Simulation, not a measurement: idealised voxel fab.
The document below concerns the process module designated voxel wiring stack.
FYI the section here is cut, 160 nm wide, cells are 5 nm squares.
Cross-section = grid of square cells, listed top down in bands; band = one or more rows.
Band entry format. Leading values: height of top, height of bottom, nm. Remainder: materials in left-to-right order, each with its width in nm. Special words: "full width" on a single material, which then fills the band edge to edge; "blank", empty space.
Ref level 0: as-received wafer is one material below here. Bottom band extends down with no lower bound ("0..down").
Per-row width for "30 to 40": begins at first number (top row of band), ends at second number (bottom row), increment between rows held constant.
It should be understood that the words "nothing changed", when stated for a given step, signify that the cross-section underwent no change in any of its cells during that step.
"Sealed void list" specifies each empty space that is not open to the top and that occupies no fewer than 8 cells, using the form width x height at distance, the distance measured from the left edge and all three quantities in nm.
after a step's settings: what the simulator itself notes on the step
overlay nm, on a step with a mask: how far to the right of its planned place the mask lay; to the left if negative

Below is the list of planned process steps
1. RECEIVE [material Si]
2. CONFORMAL_DEP [material SiO2] [thk nm 15]
3. DIRECTIONAL_DEP [material TiN] [thk nm 5]
4. DIRECTIONAL_DEP [material W] [thk nm 15]
5. DIRECTIONAL_DEP [material aC] [thk nm 10]
6. PATTERN [tone cover] [mask id METAL_1] [material resist] [width nm 20] [pitch nm 45] [thk nm 25] [overlay nm 0]
7. DIRECTIONAL_ETCH [etch materials aC] [depth nm 10]
8. STRIP [etch materials resist]
9. DIRECTIONAL_ETCH [etch materials W] [depth nm 15]
10. DIRECTIONAL_ETCH [etch materials TiN] [depth nm 5]
11. STRIP [etch materials aC]
12. CONFORMAL_DEP [material SiN] [thk nm 5]
13. FILL_DEP [material lowk] [thk nm 10]
14. CMP [height nm 35]
15. CONFORMAL_DEP [material SiCN] [thk nm 5]
16. DIRECTIONAL_DEP [material lowk] [thk nm 20]
17. PATTERN [tone open] [mask id PLUG_1] [material resist] [width nm 15] [thk nm 15] [overlay nm 0]
18. DIRECTIONAL_ETCH [etch materials lowk] [depth nm 20]
19. DIRECTIONAL_ETCH [etch materials SiCN] [depth nm 5]
20. STRIP [etch materials resist]
21. CONFORMAL_DEP [material TiN] [thk nm 5]
22. FILL_DEP [material W] [thk nm 5]
23. CMP [height nm 60]
24. CONFORMAL_DEP [material SiN] [thk nm 5]
25. DIRECTIONAL_DEP [material lowk] [thk nm 20]
26. PATTERN [tone open] [mask id METAL_2] [material resist] [width nm 20] [pitch nm 45] [thk nm 15] [overlay nm 0]
27. DIRECTIONAL_ETCH [etch materials lowk] [depth nm 20]
28. DIRECTIONAL_ETCH [etch materials SiN] [depth nm 5]
29. STRIP [etch materials resist]
30. CONFORMAL_DEP [material TiN] [thk nm 5]
31. FILL_DEP [material Ru] [thk nm 5]
32. CMP [height nm 85]
33. CONFORMAL_DEP [material SiCN] [thk nm 5]
34. DIRECTIONAL_DEP [material lowk] [thk nm 10]
35. MASKED_ETCH [tone open] [mask id PLUG_2] [width nm 15] [pitch nm 45] [etch materials lowk] [depth nm 10] [overlay nm 0]
36. MASKED_ETCH [tone open] [mask id PLUG_2] [width nm 15] [pitch nm 45] [etch materials SiCN] [depth nm 5] [overlay nm 0]
37. EPI [material Ru] [thk nm 10]
38. EPI [material Ru] [thk nm 5]
39. CONFORMAL_DEP [material SiCN] [thk nm 5]
40. DIRECTIONAL_DEP [material SiO2] [thk nm 20]
41. PATTERN [tone open] [mask id METAL_3] [material resist] [width nm 20] [pitch nm 45] [thk nm 20] [overlay nm 0]
42. DIRECTIONAL_ETCH [etch materials SiO2] [depth nm 10]
43. DIRECTIONAL_ETCH [etch materials SiCN] [depth nm 5]
44. STRIP [etch materials resist]
45. CONFORMAL_DEP [material TiN] [thk nm 5]
46. FILL_DEP [material Cu] [thk nm 5]
47. CMP [height nm 125]
48. EPI [material Ru] [thk nm 5]
49. FILL_DEP [material SiCN] [thk nm 5]
Don't read the plan's depth nm for step 42 as applying to every wafer: that's the first wafer's value, and the wafers differ in it, though they all start identical.

Here's the first of the wafers in cross-section, just as we got it, i.e. after step 1
    0..down: Si full width
    Sealed void list: none

End-of-module cross-section, first of several wafers, after last step 49
    135..130: SiCN full width
    130..125: 40 of SiCN; 30 of Ru; 15 of SiCN; 30 of Ru; 45 of SiCN
    125..120: 45 of SiO2; 5 of TiN; 10 of Cu; 5 of TiN; 25 of SiO2; 5 of TiN; 10 of Cu; 5 of TiN; 50 of SiO2
    120..115: 45 of SiO2; 20 of TiN; 25 of SiO2; 20 of TiN; 50 of SiO2
    115..105: SiO2 full width
    105..100: SiCN full width
    100..90: 45 of lowk; 15 of Ru; 30 of lowk; 15 of Ru; 55 of lowk
    90..85: 45 of SiCN; 15 of Ru; 30 of SiCN; 15 of Ru; 55 of SiCN
    85..65: 45 of lowk; 5 of TiN; 10 of Ru; 5 of TiN; 25 of lowk; 5 of TiN; 10 of Ru; 5 of TiN; 50 of lowk
    65..60: 45 of SiN; 20 of TiN; 25 of SiN; 20 of TiN; 50 of SiN
    60..40: 45 of lowk; 5 of TiN; 5 of W; 5 of TiN; 100 of lowk
    40..35: 45 of SiCN; 15 of TiN; 100 of SiCN
    35..20: 40 of lowk; 5 of SiN; 20 of W; 5 of SiN; 15 of lowk; 5 of SiN; 20 of W; 5 of SiN; 45 of lowk
    20..15: 45 of SiN; 20 of TiN; 25 of SiN; 20 of TiN; 50 of SiN
    15..0: SiO2 full width
    0..down: Si full width
    Sealed void list: none

A cross-section through the last wafer at the close of the module
    135..130: SiCN full width
    130..125: 40 of SiCN; 30 of Ru; 15 of SiCN; 30 of Ru; 45 of SiCN
    125..105: 45 of SiO2; 5 of TiN; 10 of Cu; 5 of TiN; 25 of SiO2; 5 of TiN; 10 of Cu; 5 of TiN; 50 of SiO2
    105..100: 45 of SiCN; 20 of TiN; 25 of SiCN; 20 of TiN; 50 of SiCN
    100..90: 45 of lowk; 15 of Ru; 30 of lowk; 15 of Ru; 55 of lowk
    90..85: 45 of SiCN; 15 of Ru; 30 of SiCN; 15 of Ru; 55 of SiCN
    85..65: 45 of lowk; 5 of TiN; 10 of Ru; 5 of TiN; 25 of lowk; 5 of TiN; 10 of Ru; 5 of TiN; 50 of lowk
    65..60: 45 of SiN; 20 of TiN; 25 of SiN; 20 of TiN; 50 of SiN
    60..40: 45 of lowk; 5 of TiN; 5 of W; 5 of TiN; 100 of lowk
    40..35: 45 of SiCN; 15 of TiN; 100 of SiCN
    35..20: 40 of lowk; 5 of SiN; 20 of W; 5 of SiN; 15 of lowk; 5 of SiN; 20 of W; 5 of SiN; 45 of lowk
    20..15: 45 of SiN; 20 of TiN; 25 of SiN; 20 of TiN; 50 of SiN
    15..0: SiO2 full width
    0..down: Si full width
    Sealed void list: none

So in this table every wafer gets its own row, and what you see is where it stands at the end of the module: for each material, how many cells it picked up (+) or gave up (-) since we received it, and after that its closed voids
depth nm 10; +4 Cu; +46 Ru; +139 SiCN; +60 SiN; +208 SiO2; +55 TiN; +28 W; +324 lowk; Sealed void list: none
depth nm 15; +8 Cu; +46 Ru; +139 SiCN; +60 SiN; +200 SiO2; +59 TiN; +28 W; +324 lowk; Sealed void list: none
depth nm 20; +16 Cu; +46 Ru; +131 SiCN; +60 SiN; +192 SiO2; +67 TiN; +28 W; +324 lowk; Sealed void list: none
depth nm 25; +16 Cu; +46 Ru; +131 SiCN; +60 SiN; +192 SiO2; +67 TiN; +28 W; +324 lowk; Sealed void list: none
depth nm 30; +16 Cu; +46 Ru; +131 SiCN; +60 SiN; +192 SiO2; +67 TiN; +28 W; +324 lowk; Sealed void list: none
depth nm 35; +16 Cu; +46 Ru; +131 SiCN; +60 SiN; +192 SiO2; +67 TiN; +28 W; +324 lowk; Sealed void list: none
